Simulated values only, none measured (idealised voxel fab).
process module | voxel tone inversion
FYI the section here is cut, 155 nm wide, cells are 5 nm squares.
This document writes a cross-section as a grid whose cells are square, and gives it as bands, listed from the top down; one or more rows of cells form a band. It is stipulated that each band's entry specify, in nanometres, the height of the top of the band and then that of its bottom, followed by the materials of the band in left-to-right sequence, each together with its width in nanometres. A single material marked by the word "edge to edge" is understood to fill the band from edge to edge; the word "empty" is understood to denote empty space. Below 0: as-received wafer, all one material; heights counted from there. Lowest band: no bottom, goes on down, written "0 -> down". You'd read "30..40" like this: the band's top row of cells is as wide as the first number, its bottom row is as wide as the second, and going down, every row changes width by the same amount as the row before did. When a step is marked "nothing was modified", none of the cells in the cross-section changed during that step. "Fully sealed cavities": sealed empty spaces, 8 cells or more, no open way to top, listed width x height at distance, with distance from the left edge and width, height and distance in nm. Step line, after settings: the simulator's comment on this step. overlay nm: for a step with a mask, the amount by which the mask lay right of where it was planned; a negative amount means left of it.
## Intended process steps
1) RECEIVE,material Si
2) CONFORMAL_DEP,material SiN,thk nm 5
3) DIRECTIONAL_DEP,material polySi,thk nm 15
4) PATTERN,tone cover,mask id POSTS,material resist,width nm 25,pitch nm 55,thk nm 20,overlay nm 0
5) DIRECTIONAL_ETCH,etch materials polySi,depth nm 15
6) STRIP,etch materials resist
7) FILL_DEP,material lowk,thk nm 5
8) CMP,height nm 20
9) STRIP,etch materials polySi
10) CONFORMAL_DEP,material TiN,thk nm 5
11) FILL_DEP,material Ru,thk nm 10
12) CMP,height nm 20
13) CONFORMAL_DEP,material SiN,thk nm 5
## Step 1 complete: cross-section of the wafer as received
    0 -> down | Si edge to edge
    Fully sealed cavities: none
## Cross-sectional result after module completion. Note: starting condition and plan are unchanged from above; one processing mistake was made
    25 -> 20 | SiN edge to edge
    20 -> 10 | 30 of Ru | 5 of TiN | 25 of lowk | 5 of TiN | 20 of Ru | 5 of TiN | 25 of lowk | 5 of TiN | 35 of Ru
    10 -> 5 | 35 of TiN | 25 of lowk | 30 of TiN | 25 of lowk | 40 of TiN
    5 -> 0 | SiN edge to edge
    0 -> down | Si edge to edge
    Fully sealed cavities: none
Nonconformance to the process plan: planned and actual differ for step 4; actual: PATTERN,tone open,mask id POSTS,material resist,width nm 25,pitch nm 55,thk nm 20,overlay nm 0
